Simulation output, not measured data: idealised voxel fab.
The following process module bears the name voxel transistor to metal.
Section cut is 285 nm wide and gridded with 5 nm square cells.
This document writes a cross-section as a grid whose cells are square, and gives it as bands, listed from the top down; one or more rows of cells form a band. The band entry comprises the height of the band's top followed by the height of its bottom, expressed in nm, and subsequently the band's materials from left to right, each stated together with its width in nm. Where a single material is marked with the word "all across", that material fills the band from edge to edge. The word "blank" represents empty space. Height is counted from the level 0, under which the received wafer is composed throughout of one material. The lowest of the bands is not closed at the bottom but continues downward, in the notation "0 and below". Per-row width for "30 to 40": begins at first number (top row of band), ends at second number (bottom row), increment between rows held constant. "remained unchanged" after a step means that no cell of the cross-section changed. Enclosed voids (no open way to top), threshold 8 cells or more, entry "Fully sealed voids", notation width x height at distance, distance from left edge, nm. If you see something after the settings on a step's line, that's the simulator's own remark about that step. If you see "overlay nm" on a step's line and that step has a mask, it's telling you how far right of where it was planned the mask ended up; a negative number means it went left instead.

This section lists the process steps that were planned:
| 1 | RECEIVE: material Si |
| 2 | OXIDIZE: depth nm 5 |
| 3 | CONFORMAL_DEP: material SiN, thk nm 15 |
| 4 | MASKED_ETCH: tone cover, mask id ACTIVE, width nm 115, pitch nm 140, etch materials SiN, depth nm 15, overlay nm 0 |
| 5 | MASKED_ETCH: tone cover, mask id ACTIVE, width nm 115, pitch nm 140, etch materials SiO2, depth nm 5, overlay nm 0 |
| 6 | MASKED_ETCH: tone cover, mask id ACTIVE, width nm 115, pitch nm 140, etch materials Si, depth nm 30, overlay nm 0 |
| 7 | OXIDIZE: depth nm 5 |
| 8 | FILL_DEP: material SiO2, thk nm 5 |
| 9 | CMP: height nm 15 |
| 10 | SELECTIVE_ETCH: etch materials SiO2, depth nm 5 |
| 11 | STRIP: etch materials SiN |
| 12 | SELECTIVE_ETCH: etch materials SiO2, depth nm 5 |
| 13 | OXIDIZE: depth nm 5 |
| 14 | DIRECTIONAL_DEP: material polySi, thk nm 20 |
| 15 | DIRECTIONAL_DEP: material SiCN, thk nm 10 |
| 16 | DIRECTIONAL_DEP: material aC, thk nm 15 |
| 17 | PATTERN: tone cover, mask id GATE, material resist, width nm 25, pitch nm 140, thk nm 30, overlay nm 0 |
| 18 | DIRECTIONAL_ETCH: etch materials aC, depth nm 15 |
| 19 | STRIP: etch materials resist |
| 20 | DIRECTIONAL_ETCH: etch materials SiCN, depth nm 20 |
| 21 | DIRECTIONAL_ETCH: etch materials polySi, depth nm 30 |
| 22 | STRIP: etch materials aC |
| 23 | CONFORMAL_DEP: material SiN, thk nm 10 |
| 24 | DIRECTIONAL_ETCH: etch materials SiN, depth nm 10 |
| 25 | DIRECTIONAL_ETCH: etch materials SiO2, depth nm 5 |
| 26 | DIRECTIONAL_ETCH: etch materials Si, depth nm 15 |
| 27 | EPI: material SiGe, thk nm 15 |
| 28 | FILL_DEP: material SiO2, thk nm 5 |
| 29 | CMP: height nm 15 |
| 30 | STRIP: etch materials polySi |
| 31 | SELECTIVE_ETCH: etch materials SiO2, depth nm 5 |
| 32 | CONFORMAL_DEP: material HfO2, thk nm 5 |
| 33 | CONFORMAL_DEP: material TiN, thk nm 5 |
| 34 | FILL_DEP: material W, thk nm 5 |
| 35 | CMP: height nm 10 |
| 36 | DIRECTIONAL_DEP: material SiO2, thk nm 15 |
| 37 | MASKED_ETCH: tone open, mask id CONTACT, width nm 20, etch materials SiO2, depth nm 35, overlay nm 0 |
| 38 | CONFORMAL_DEP: material TiN, thk nm 5 |
| 39 | FILL_DEP: material Ru, thk nm 5 |
| 40 | CMP: height nm 25 |
| 41 | CONFORMAL_DEP: material SiCN, thk nm 5 |
| 42 | DIRECTIONAL_DEP: material SiO2, thk nm 25 |
| 43 | DIRECTIONAL_DEP: material aC, thk nm 10 |
| 44 | PATTERN: tone open, mask id METAL_1, material resist, width nm 20, thk nm 30, overlay nm 0 |
| 45 | DIRECTIONAL_ETCH: etch materials aC, depth nm 10 |
| 46 | STRIP: etch materials resist |
| 47 | DIRECTIONAL_ETCH: etch materials SiO2, depth nm 25 |
| 48 | DIRECTIONAL_ETCH: etch materials SiCN, depth nm 5 |
| 49 | STRIP: etch materials aC |
| 50 | CONFORMAL_DEP: material TiN, thk nm 5 |
| 51 | FILL_DEP: material W, thk nm 5 |
| 52 | CMP: height nm 55 |
| 53 | CONFORMAL_DEP: material SiCN, thk nm 5 |
| 54 | DIRECTIONAL_DEP: material SiO2, thk nm 25 |
| 55 | MASKED_ETCH: tone open, mask id METAL_2_HOLES, width nm 15, pitch nm 140, etch materials SiO2, depth nm 25, overlay nm 0 |
| 56 | DIRECTIONAL_DEP: material aC, thk nm 10 |
| 57 | PATTERN: tone open, mask id METAL_2, material resist, width nm 20, pitch nm 140, thk nm 25, overlay nm 0 |
| 58 | DIRECTIONAL_ETCH: etch materials aC, depth nm 10 |
| 59 | STRIP: etch materials resist |
| 60 | DIRECTIONAL_ETCH: etch materials SiO2, depth nm 15 |
| 61 | DIRECTIONAL_ETCH: etch materials SiCN, depth nm 5 |
| 62 | STRIP: etch materials aC |
| 63 | CONFORMAL_DEP: material TiN, thk nm 5 |
| 64 | FILL_DEP: material Cu, thk nm 5 |
| 65 | CMP: height nm 85 |
| 66 | CONFORMAL_DEP: material SiCN, thk nm 5 |

Cross-sectional view of the wafer in its as-received condition, corresponding to the state after step 1:
* 0 and below = Si all across
* Fully sealed voids: none

The first of two wafers, cross-sectioned at the end of the module, with the run proceeding as planned:
* 90 down to 85 = SiCN all across
* 85 down to 75 = 20 nm SiO2; 5 nm TiN; 10 nm Cu; 5 nm TiN; 120 nm SiO2; 5 nm TiN; 10 nm Cu; 5 nm TiN; 105 nm SiO2
* 75 down to 70 = 20 nm SiO2; 5 nm TiN; 5 nm Cu; 10 nm TiN; 120 nm SiO2; 5 nm TiN; 5 nm Cu; 10 nm TiN; 105 nm SiO2
* 70 down to 60 = 20 nm SiO2; 5 nm TiN; 5 nm Cu; 5 nm TiN; 125 nm SiO2; 5 nm TiN; 5 nm Cu; 5 nm TiN; 110 nm SiO2
* 60 down to 55 = 20 nm SiCN; 15 nm TiN; 125 nm SiCN; 15 nm TiN; 110 nm SiCN
* 55 down to 30 = 20 nm SiO2; 5 nm TiN; 10 nm W; 5 nm TiN; 65 nm SiO2; 5 nm TiN; 10 nm W; 5 nm TiN; 35 nm SiO2; 5 nm TiN; 10 nm W; 5 nm TiN; 65 nm SiO2; 5 nm TiN; 10 nm W; 5 nm TiN; 20 nm SiO2
* 30 down to 25 = 20 nm SiCN; 20 nm TiN; 65 nm SiCN; 20 nm TiN; 35 nm SiCN; 20 nm TiN; 65 nm SiCN; 20 nm TiN; 20 nm SiCN
* 25 down to 10 = 20 nm SiO2; 5 nm TiN; 10 nm Ru; 5 nm TiN; 65 nm SiO2; 5 nm TiN; 10 nm Ru; 5 nm TiN; 35 nm SiO2; 5 nm TiN; 10 nm Ru; 5 nm TiN; 65 nm SiO2; 5 nm TiN; 10 nm Ru; 5 nm TiN; 20 nm SiO2
* 10 down to 5 = 20 nm SiO2; 5 nm TiN; 5 nm Ru; 10 nm TiN; 10 nm SiO2; 10 nm SiN; 5 nm HfO2; 5 nm TiN; 5 nm W; 5 nm TiN; 5 nm HfO2; 10 nm SiN; 10 nm SiO2; 10 nm TiN; 5 nm Ru; 5 nm TiN; 35 nm SiO2; 5 nm TiN; 5 nm Ru; 10 nm TiN; 10 nm SiO2; 10 nm SiN; 5 nm HfO2; 5 nm TiN; 5 nm W; 5 nm TiN; 5 nm HfO2; 10 nm SiN; 10 nm SiO2; 10 nm TiN; 5 nm Ru; 5 nm TiN; 20 nm SiO2
* 5 down to 0 = 10 nm SiO2; 10 nm SiN; 5 nm TiN; 5 nm Ru; 5 nm TiN; 15 nm SiGe; 10 nm SiN; 5 nm HfO2; 5 nm TiN; 5 nm W; 5 nm TiN; 5 nm HfO2; 10 nm SiN; 15 nm SiGe; 5 nm TiN; 5 nm Ru; 5 nm TiN; 10 nm SiN; 15 nm SiO2; 10 nm SiN; 5 nm TiN; 5 nm Ru; 5 nm TiN; 15 nm SiGe; 10 nm SiN; 5 nm HfO2; 5 nm TiN; 5 nm W; 5 nm TiN; 5 nm HfO2; 10 nm SiN; 15 nm SiGe; 5 nm TiN; 5 nm Ru; 5 nm TiN; 10 nm SiN; 10 nm SiO2
* 0 down to -5 = 10 nm SiO2; 10 nm SiN; 5 nm TiN; 5 nm Ru; 5 nm TiN; 15 nm SiGe; 10 nm SiN; 5 nm HfO2; 15 nm TiN; 5 nm HfO2; 10 nm SiN; 15 nm SiGe; 5 nm TiN; 5 nm Ru; 5 nm TiN; 10 nm SiN; 15 nm SiO2; 10 nm SiN; 5 nm TiN; 5 nm Ru; 5 nm TiN; 15 nm SiGe; 10 nm SiN; 5 nm HfO2; 15 nm TiN; 5 nm HfO2; 10 nm SiN; 15 nm SiGe; 5 nm TiN; 5 nm Ru; 5 nm TiN; 10 nm SiN; 10 nm SiO2
* -5 down to -10 = 20 nm SiO2; 15 nm TiN; 15 nm SiGe; 5 nm SiO2; 35 nm HfO2; 5 nm SiO2; 15 nm SiGe; 15 nm TiN; 35 nm SiO2; 15 nm TiN; 15 nm SiGe; 5 nm SiO2; 35 nm HfO2; 5 nm SiO2; 15 nm SiGe; 15 nm TiN; 20 nm SiO2
* -10 down to -25 = 20 nm SiO2; 30 nm SiGe; 45 nm Si; 30 nm SiGe; 35 nm SiO2; 30 nm SiGe; 45 nm Si; 30 nm SiGe; 20 nm SiO2
* -25 down to -40 = 20 nm SiO2; 105 nm Si; 35 nm SiO2; 105 nm Si; 20 nm SiO2
* -40 and below = Si all across
* Fully sealed voids: none

This is the second of the two wafers, cross-sectioned at the end of the module; it started exactly like the first and was given the same plan, but it was run with one mistake:
* 90 down to 85 = SiCN all across
* 85 down to 75 = 20 nm SiO2; 5 nm TiN; 10 nm Cu; 5 nm TiN; 120 nm SiO2; 5 nm TiN; 10 nm Cu; 5 nm TiN; 105 nm SiO2
* 75 down to 70 = 20 nm SiO2; 5 nm TiN; 5 nm Cu; 10 nm TiN; 120 nm SiO2; 5 nm TiN; 5 nm Cu; 10 nm TiN; 105 nm SiO2
* 70 down to 60 = 20 nm SiO2; 5 nm TiN; 5 nm Cu; 5 nm TiN; 125 nm SiO2; 5 nm TiN; 5 nm Cu; 5 nm TiN; 110 nm SiO2
* 60 down to 55 = 20 nm SiCN; 15 nm TiN; 125 nm SiCN; 15 nm TiN; 110 nm SiCN
* 55 down to 30 = 20 nm SiO2; 5 nm TiN; 10 nm W; 5 nm TiN; 65 nm SiO2; 5 nm TiN; 10 nm W; 5 nm TiN; 35 nm SiO2; 5 nm TiN; 10 nm W; 5 nm TiN; 65 nm SiO2; 5 nm TiN; 10 nm W; 5 nm TiN; 20 nm SiO2
* 30 down to 25 = 20 nm SiCN; 20 nm TiN; 65 nm SiCN; 20 nm TiN; 35 nm SiCN; 20 nm TiN; 65 nm SiCN; 20 nm TiN; 20 nm SiCN
* 25 down to 15 = 15 nm Ru; 5 nm TiN; 20 nm SiO2; 5 nm TiN; 55 nm Ru; 5 nm TiN; 20 nm SiO2; 5 nm TiN; 25 nm Ru; 5 nm TiN; 20 nm SiO2; 5 nm TiN; 55 nm Ru; 5 nm TiN; 20 nm SiO2; 5 nm TiN; 15 nm Ru
* 15 down to 10 = 15 nm Ru; 5 nm TiN; 20 nm SiO2; 65 nm TiN; 20 nm SiO2; 5 nm TiN; 25 nm Ru; 5 nm TiN; 20 nm SiO2; 65 nm TiN; 20 nm SiO2; 5 nm TiN; 15 nm Ru
* 10 down to 5 = 5 nm Ru; 15 nm TiN; 20 nm SiO2; 10 nm TiN; 10 nm SiN; 5 nm HfO2; 5 nm TiN; 5 nm W; 5 nm TiN; 5 nm HfO2; 10 nm SiN; 10 nm TiN; 20 nm SiO2; 15 nm TiN; 5 nm Ru; 15 nm TiN; 20 nm SiO2; 10 nm TiN; 10 nm SiN; 5 nm HfO2; 5 nm TiN; 5 nm W; 5 nm TiN; 5 nm HfO2; 10 nm SiN; 10 nm TiN; 20 nm SiO2; 15 nm TiN; 5 nm Ru
* 5 down to 0 = 5 nm Ru; 5 nm TiN; 10 nm SiN; 15 nm SiO2; 15 nm SiGe; 10 nm SiN; 5 nm HfO2; 5 nm TiN; 5 nm W; 5 nm TiN; 5 nm HfO2; 10 nm SiN; 15 nm SiGe; 15 nm SiO2; 10 nm SiN; 5 nm TiN; 5 nm Ru; 5 nm TiN; 10 nm SiN; 15 nm SiO2; 15 nm SiGe; 10 nm SiN; 5 nm HfO2; 5 nm TiN; 5 nm W; 5 nm TiN; 5 nm HfO2; 10 nm SiN; 15 nm SiGe; 15 nm SiO2; 10 nm SiN; 5 nm TiN; 5 nm Ru
* 0 down to -5 = 5 nm Ru; 5 nm TiN; 10 nm SiN; 15 nm SiO2; 15 nm SiGe; 10 nm SiN; 5 nm HfO2; 15 nm TiN; 5 nm HfO2; 10 nm SiN; 15 nm SiGe; 15 nm SiO2; 10 nm SiN; 5 nm TiN; 5 nm Ru; 5 nm TiN; 10 nm SiN; 15 nm SiO2; 15 nm SiGe; 10 nm SiN; 5 nm HfO2; 15 nm TiN; 5 nm HfO2; 10 nm SiN; 15 nm SiGe; 15 nm SiO2; 10 nm SiN; 5 nm TiN; 5 nm Ru
* -5 down to -10 = 10 nm TiN; 25 nm SiO2; 15 nm SiGe; 5 nm SiO2; 35 nm HfO2; 5 nm SiO2; 15 nm SiGe; 25 nm SiO2; 15 nm TiN; 25 nm SiO2; 15 nm SiGe; 5 nm SiO2; 35 nm HfO2; 5 nm SiO2; 15 nm SiGe; 25 nm SiO2; 10 nm TiN
* -10 down to -25 = 20 nm SiO2; 30 nm SiGe; 45 nm Si; 30 nm SiGe; 35 nm SiO2; 30 nm SiGe; 45 nm Si; 30 nm SiGe; 20 nm SiO2
* -25 down to -40 = 20 nm SiO2; 105 nm Si; 35 nm SiO2; 105 nm Si; 20 nm SiO2
* -40 and below = Si all across
* Fully sealed voids: none
What was the processing mistake? for step 37, the planned setting was not used; the step was instead run as MASKED_ETCH: tone cover, mask id CONTACT, width nm 20, etch materials SiO2, depth nm 35, overlay nm 0
The second wafer ends with more or fewer cells of some materials than the first, per final count: Ru +50 | SiO2 -67 | TiN +17
